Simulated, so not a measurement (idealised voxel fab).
The process module presented herein is designated voxel gate over fins.
Shown is cross-section cut, with a width of 245 nm and square cells of size 5 nm.
Reading order for cross-sections: top band down to bottom band. Underlying form: a grid of square cells. Band size: one or more rows of cells. First you get the band's top height and its bottom height, in nm, and then the materials it's made of, left to right, with each width in nm. If you see a single material with "everywhere", that one covers the band edge to edge. "blank" is empty space. It should be noted that heights are counted from 0, beneath which the wafer as supplied is of one material throughout, and that the lowest band possesses no lower boundary but continues downward, as written in "top 0, no bottom". So if you see something like "30->40" for the width, read it as the top row of the band sitting at the first number and the bottom row at the second, with every row in between moving by the same amount as the last. For the purposes of this document, the phrase "same as before" attached to a step denotes that no cell within the cross-section was modified by that step. For the entry "Trapped void list", the listed items are empty spaces with no open way to the top whose size is 8 cells or more; each item follows the pattern width x height at distance, where distance is from the left edge and all three are in nm. It should be noted that, on the line of a given step, the content following the step's settings is a remark produced by the simulator itself with respect to that step. overlay nm: for a step with a mask, the amount by which the mask lay right of where it was planned; a negative amount means left of it.
[Planned process steps]
1: RECEIVE, material Si
2: CONFORMAL_DEP, material SiN, thk nm 10
3: PATTERN, tone cover, mask id FINS, material resist, width nm 15, pitch nm 35, thk nm 20, overlay nm 0
4: DIRECTIONAL_ETCH, etch materials SiN, depth nm 10
5: DIRECTIONAL_ETCH, etch materials Si, depth nm 30
6: STRIP, etch materials resist
7: FILL_DEP, material SiO2, thk nm 5
8: CMP, height nm 10
9: SELECTIVE_ETCH, etch materials SiO2, depth nm 20
10: STRIP, etch materials SiN
11: CONFORMAL_DEP, material HfO2, thk nm 5
12: CONFORMAL_DEP, material TiN, thk nm 5
13: FILL_DEP, material W, thk nm 10
14: CMP, height nm 15
15: CONFORMAL_DEP, material SiN, thk nm 10
Across this set of wafers, the varied parameter is the depth nm of step 5. Starting conditions are identical for every wafer, and the plan reports the value assigned to the first wafer.
[Cross-section of the first of several wafers as received (after step 1)]
	top 0, no bottom: Si everywhere
	Trapped void list: none
[Cross-section of the first of several wafers, taken after step 15, where the module ends]
	top 25, bottom 15: SiN everywhere
	top 15, bottom 10: W everywhere
	top 10, bottom 5: W 85 nm; TiN 70 nm; W 90 nm
	top 5, bottom 0: W 85 nm; TiN 5 nm; HfO2 25 nm; TiN 10 nm; HfO2 25 nm; TiN 5 nm; W 90 nm
	top 0, bottom -5: TiN 90 nm; HfO2 5 nm; Si 15 nm; HfO2 5 nm; TiN 10 nm; HfO2 5 nm; Si 15 nm; HfO2 5 nm; TiN 95 nm
	top -5, bottom -10: HfO2 95 nm; Si 15 nm; HfO2 20 nm; Si 15 nm; HfO2 100 nm
	top -10, bottom -30: SiO2 95 nm; Si 15 nm; SiO2 20 nm; Si 15 nm; SiO2 100 nm
	top -30, no bottom: Si everywhere
	Trapped void list: none
[Final wafer of several, shown in cross-section at the end of the module]
	top 25, bottom 15: SiN everywhere
	top 15, bottom 10: W everywhere
	top 10, bottom 5: W 85 nm; TiN 70 nm; W 90 nm
	top 5, bottom 0: W 85 nm; TiN 5 nm; HfO2 25 nm; TiN 10 nm; HfO2 25 nm; TiN 5 nm; W 90 nm
	top 0, bottom -5: TiN 90 nm; HfO2 5 nm; Si 15 nm; HfO2 5 nm; TiN 10 nm; HfO2 5 nm; Si 15 nm; HfO2 5 nm; TiN 95 nm
	top -5, bottom -10: HfO2 95 nm; Si 15 nm; HfO2 20 nm; Si 15 nm; HfO2 100 nm
	top -10, bottom -55: SiO2 95 nm; Si 15 nm; SiO2 20 nm; Si 15 nm; SiO2 100 nm
	top -55, no bottom: Si everywhere
	Trapped void list: none
[Table: wafers, a row each; end-of-module cell change per material since receipt, gain (+), loss (-); then closed voids]
depth nm 30, +57 HfO2, -258 Si, +98 SiN, +172 SiO2, +57 TiN, +119 W, Trapped void list: none
depth nm 35, +57 HfO2, -301 Si, +98 SiN, +215 SiO2, +57 TiN, +119 W, Trapped void list: none
depth nm 40, +57 HfO2, -344 Si, +98 SiN, +258 SiO2, +57 TiN, +119 W, Trapped void list: none
depth nm 45, +57 HfO2, -387 Si, +98 SiN, +301 SiO2, +57 TiN, +119 W, Trapped void list: none
depth nm 50, +57 HfO2, -430 Si, +98 SiN, +344 SiO2, +57 TiN, +119 W, Trapped void list: none
depth nm 55, +57 HfO2, -473 Si, +98 SiN, +387 SiO2, +57 TiN, +119 W, Trapped void list: none
